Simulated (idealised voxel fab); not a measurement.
The process module presented herein is designated voxel released beams.
cross-section cut | 200 nm wide | cells 5 nm
Reading order for cross-sections: top band down to bottom band. Underlying form: a grid of square cells. Band size: one or more rows of cells. Look at the band entry: it leads with the top's height and the bottom's height in nm. Then it lists the materials left to right, with a width in nm for each. The word "edge to edge" on a single material says that material fills the band edge to edge. The word "air" is empty space. Heights from 0 (as-received wafer is one material below). Bottom band endless downward, as "0 nm and below". It should be noted that a width expressed as "30->40" varies in equal increments from row to row of cells within the band, taking the value of the first number at the top row and that of the second number at the bottom row. "nothing got changed" means the step left every cell of the cross-section as it was. "Enclosed void listing" means: voids of 8 cells or more that are shut off from the top with no open way through. Written width x height at distance, distance from the left edge, in nm. If you see something after the settings on a step's line, that's the simulator's own remark about that step. The setting "overlay nm" may be written on the line of a step. When the step uses a mask, the value reports how far to the right of the planned place the mask lay, and a negative value reports that it lay to the left.

[Process steps - plan]
- 1: RECEIVE with material Si
- 2: CONFORMAL_DEP with material Al2O3, thk nm 10
- 3: DIRECTIONAL_DEP with material SiO2, thk nm 20
- 4: MASKED_ETCH with tone open, mask id ANCHOR, width nm 25, etch materials SiO2, depth nm 20, overlay nm 0
- 5: CONFORMAL_DEP with material polySi, thk nm 10
- 6: MASKED_ETCH with tone cover, mask id BEAM, width nm 65, etch materials polySi, depth nm 10, overlay nm 0
- 7: STRIP with etch materials SiO2
Every wafer here starts from the same state; it is the step 6 width nm that distinguishes them, and the value the plan gives belongs to the first wafer.

[First of several wafers (as received, post step 1), cross-sectional view]
    0 nm and below: Si edge to edge
    Enclosed void listing: none

[Gained (+) or lost (-) cells of each material since receipt, then closed voids: one row per wafer, at the end of the module]
width nm 65, +80 Al2O3, +42 polySi, Enclosed void listing: none
width nm 70, +80 Al2O3, +44 polySi, Enclosed void listing: none
width nm 75, +80 Al2O3, +46 polySi, Enclosed void listing: none
width nm 80, +80 Al2O3, +48 polySi, Enclosed void listing: none
width nm 85, +80 Al2O3, +50 polySi, Enclosed void listing: none
width nm 90, +80 Al2O3, +52 polySi, Enclosed void listing: none
